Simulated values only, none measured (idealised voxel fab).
process module | voxel capacitor over wiring
cross-section cut | 245 nm wide | cells 5 nm
A cross-section is a grid of square cells, given in bands from the top down. A band is one or more rows of cells.
Each band's line starts with the height of the band's top and of its bottom, in nm. Then come its materials from left to right, each with its width in nm. One material with "throughout" fills the band from edge to edge. "air" is empty space.
Height 0 is the level under which the wafer as received is all one material. The lowest band goes on downwards, as in "0 down".
A width such as "30 to 40" changes by the same amount from each row of cells to the next, from the band's top row to its bottom row.
"no change" after a step means that no cell of the cross-section changed.
closed voids: empty space of 8 cells or more with no open way to the top, each as width x height at its distance from the left edge, in nm
after a step's settings: what the simulator itself notes on the step
overlay nm, on a step with a mask: how far to the right of its planned place the mask lay; to the left if negative
plan
1 op RECEIVE | material Si
2 op CONFORMAL_DEP | material SiO2 | thk nm 15
3 op CONFORMAL_DEP | material SiCN | thk nm 5
4 op DIRECTIONAL_DEP | material SiO2 | thk nm 25
5 op DIRECTIONAL_DEP | material aC | thk nm 15
6 op PATTERN | tone open | mask id METAL_1 | material resist | width nm 25 | pitch nm 80 | thk nm 30 | overlay nm 0
7 op DIRECTIONAL_ETCH | etch materials aC | depth nm 15
8 op STRIP | etch materials resist
9 op DIRECTIONAL_ETCH | etch materials SiO2 | depth nm 25
10 op DIRECTIONAL_ETCH | etch materials SiCN | depth nm 5
11 op STRIP | etch materials aC
12 op CONFORMAL_DEP | material TiN | thk nm 5
13 op FILL_DEP | material Cu | thk nm 5
14 op CMP | height nm 45
15 op CONFORMAL_DEP | material SiCN | thk nm 5
16 op DIRECTIONAL_DEP | material SiO2 | thk nm 10
17 op DIRECTIONAL_DEP | material aC | thk nm 10
18 op PATTERN | tone open | mask id PLUG_1 | material resist | width nm 15 | thk nm 25 | overlay nm 0
19 op DIRECTIONAL_ETCH | etch materials aC | depth nm 10
20 op STRIP | etch materials resist
21 op DIRECTIONAL_ETCH | etch materials SiO2 | depth nm 10
22 op DIRECTIONAL_ETCH | etch materials SiCN | depth nm 5
23 op STRIP | etch materials aC
24 op CONFORMAL_DEP | material TiN | thk nm 5
25 op FILL_DEP | material Ru | thk nm 5
26 op CMP | height nm 60
27 op DIRECTIONAL_DEP | material TiN | thk nm 10
28 op DIRECTIONAL_DEP | material HfO2 | thk nm 5
29 op DIRECTIONAL_DEP | material TiN | thk nm 5
30 op DIRECTIONAL_DEP | material aC | thk nm 15
31 op PATTERN | tone cover | mask id UPPER_PLATE | material resist | width nm 50 | thk nm 30 | overlay nm 0
32 op DIRECTIONAL_ETCH | etch materials aC | depth nm 15
33 op STRIP | etch materials resist
34 op DIRECTIONAL_ETCH | etch materials TiN | depth nm 5
35 op DIRECTIONAL_ETCH | etch materials HfO2 | depth nm 5
36 op STRIP | etch materials aC
37 op PATTERN | tone cover | mask id LOWER_PLATE | material resist | width nm 70 | thk nm 20 | overlay nm 0
38 op DIRECTIONAL_ETCH | etch materials TiN | depth nm 10
39 op STRIP | etch materials resist
40 op FILL_DEP | material SiO2 | thk nm 20
41 op CMP | height nm 95
42 op PATTERN | tone open | mask id PLUG_2 | material resist | width nm 15 | thk nm 20 | overlay nm 0
43 op DIRECTIONAL_ETCH | etch materials SiO2 | depth nm 15
44 op STRIP | etch materials resist
45 op CONFORMAL_DEP | material TiN | thk nm 5
46 op FILL_DEP | material Ru | thk nm 5
47 op CMP | height nm 95
48 op CONFORMAL_DEP | material SiCN | thk nm 5
varied across the wafers: width nm of step 31. The plan shows the first wafer's value. All wafers start alike
first wafer as received, after step 1
  0 down: Si throughout
  closed voids: none
each wafer at the end: cells of each material gained (+) or lost (-) since it was received, then its closed voids
width nm 50 | +30 Cu | +10 HfO2 | +4 Ru | +134 SiCN | +720 SiO2 | +82 TiN | closed voids: none
width nm 55 | +30 Cu | +11 HfO2 | +4 Ru | +134 SiCN | +718 SiO2 | +83 TiN | closed voids: none
width nm 60 | +30 Cu | +12 HfO2 | +4 Ru | +134 SiCN | +716 SiO2 | +84 TiN | closed voids: none
width nm 65 | +30 Cu | +13 HfO2 | +4 Ru | +134 SiCN | +714 SiO2 | +85 TiN | closed voids: none
width nm 70 | +30 Cu | +14 HfO2 | +4 Ru | +134 SiCN | +712 SiO2 | +86 TiN | closed voids: none
width nm 75 | +30 Cu | +15 HfO2 | +4 Ru | +134 SiCN | +709 SiO2 | +88 TiN | closed voids: none
